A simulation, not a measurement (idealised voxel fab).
This section sets out a process module, namely voxel fin reveal.
Cross-section cut: width 290 nm, square cells of 5 nm.
The cross-sections in this document take the form of a grid made of square cells. They are written out as bands, in order from top to bottom. Each band consists of one or more rows of cells.
It is stipulated that each band's entry specify, in nanometres, the height of the top of the band and then that of its bottom, followed by the materials of the band in left-to-right sequence, each together with its width in nanometres. A single material marked by the word "everywhere" is understood to fill the band from edge to edge; the word "air" is understood to denote empty space.
For the purposes of this specification, 0 denotes the height below which the wafer in its as-received condition is composed wholly of one material, and the lowermost band, lacking a lower limit, extends downward without end, as expressed in "0 down".
When a width is written as two numbers, as in "30->40", the first number is the width in the top row of cells of the band and the second is the width in its bottom row, and the width changes by the same amount from each row to the next.
Step marked "no change occurred"? Then no cell in the cross-section changed in it.
The list in "Encapsulated voids" covers empty spaces of 8 cells or more that cannot reach the top through any open way, and it gives each as width x height at distance; the distance is from the left edge, and width, height and distance are in nm.
The remark found on a step's line after its settings is issued by the simulator itself and pertains to that step.
The optional step-line setting "overlay nm" applies to steps with a mask and quantifies how far to the right of its planned location the mask lay, a negative value indicating leftward placement.

The steps planned for the process are as follows
- 1: RECEIVE,material Si
- 2: CONFORMAL_DEP,material SiN,thk nm 5
- 3: MASKED_ETCH,tone cover,mask id FINS,width nm 15,pitch nm 45,etch materials SiN,depth nm 5,overlay nm 0
- 4: MASKED_ETCH,tone cover,mask id FINS,width nm 15,pitch nm 45,etch materials Si,depth nm 40,overlay nm 0
- 5: FILL_DEP,material SiO2,thk nm 10
- 6: CMP,height nm 5
- 7: SELECTIVE_ETCH,etch materials SiO2,depth nm 20
- 8: STRIP,etch materials SiN
- 9: CONFORMAL_DEP,material HfO2,thk nm 5
The plan's step 2 thk nm is the first wafer's value; the wafers differ in this setting and start identical.

Cross-section, first of several wafers, as delivered after step 1
0 down | Si everywhere
Encapsulated voids: none

Wafer cross-section (first of several) - module end, post step 9 (last step)
5 to 0 | air 65 nm, HfO2 25 nm, air 20 nm, HfO2 25 nm, air 20 nm, HfO2 25 nm, air 20 nm, HfO2 25 nm, air 65 nm
0 to -10 | air 65 nm, HfO2 5 nm, Si 15 nm, HfO2 5 nm, air 20 nm, HfO2 5 nm, Si 15 nm, HfO2 5 nm, air 20 nm, HfO2 5 nm, Si 15 nm, HfO2 5 nm, air 20 nm, HfO2 5 nm, Si 15 nm, HfO2 5 nm, air 65 nm
-10 to -15 | HfO2 70 nm, Si 15 nm, HfO2 30 nm, Si 15 nm, HfO2 30 nm, Si 15 nm, HfO2 30 nm, Si 15 nm, HfO2 70 nm
-15 to -40 | SiO2 70 nm, Si 15 nm, SiO2 30 nm, Si 15 nm, SiO2 30 nm, Si 15 nm, SiO2 30 nm, Si 15 nm, SiO2 70 nm
-40 down | Si everywhere
Encapsulated voids: none

Last wafer of the set, cross-sectioned at end of module
5 to 0 | HfO2 everywhere
0 down | Si everywhere
Encapsulated voids: none

The following table contains a row per wafer, in which are reported, at the conclusion of the module, the cells of each material gained (+) or lost (-) since the wafer's receipt, with its closed voids given thereafter
thk nm 5 | +82 HfO2 | -368 Si | +230 SiO2 | Encapsulated voids: none
thk nm 10 | +58 HfO2 | Encapsulated voids: none
thk nm 15 | +58 HfO2 | Encapsulated voids: none
thk nm 20 | +58 HfO2 | Encapsulated voids: none
